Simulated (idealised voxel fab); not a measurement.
process module | voxel released beams
cross-section cut | 195 nm wide | cells 5 nm
A cross-section is a grid of square cells, given in bands from the top down. A band is one or more rows of cells.
Each band's line starts with the height of the band's top and of its bottom, in nm. Then come its materials from left to right, each with its width in nm. One material with "throughout" fills the band from edge to edge. "air" is empty space.
Height 0 is the level under which the wafer as received is all one material. The lowest band goes on downwards, as in "0 down".
A width such as "30 to 40" changes by the same amount from each row of cells to the next, from the band's top row to its bottom row.
"no change" after a step means that no cell of the cross-section changed.
closed voids: empty space of 8 cells or more with no open way to the top, each as width x height at its distance from the left edge, in nm
after a step's settings: what the simulator itself notes on the step
overlay nm, on a step with a mask: how far to the right of its planned place the mask lay; to the left if negative
plan
1 op RECEIVE | material Si
2 op CONFORMAL_DEP | material SiN | thk nm 5
3 op DIRECTIONAL_DEP | material SiO2 | thk nm 15
4 op DIRECTIONAL_DEP | material aC | thk nm 10
5 op PATTERN | tone open | mask id ANCHOR | material resist | width nm 35 | thk nm 30 | overlay nm 0
6 op DIRECTIONAL_ETCH | etch materials aC | depth nm 10
7 op STRIP | etch materials resist
8 op DIRECTIONAL_ETCH | etch materials SiO2 | depth nm 15
9 op STRIP | etch materials aC
10 op CONFORMAL_DEP | material polySi | thk nm 15
11 op MASKED_ETCH | tone cover | mask id BEAM | width nm 120 | etch materials polySi | depth nm 15 | overlay nm 0
12 op STRIP | etch materials SiO2
as received, after step 1
  0 down: Si throughout
  closed voids: none
a wafer at the end: this start, this plan, one mistake
  35 to 20: air 35 | polySi 120 | air 40
  20 to 15: SiN throughout
  15 to 0: SiO2 throughout
  0 down: Si throughout
  closed voids: none
what went wrong: steps 2 and 3 were swapped
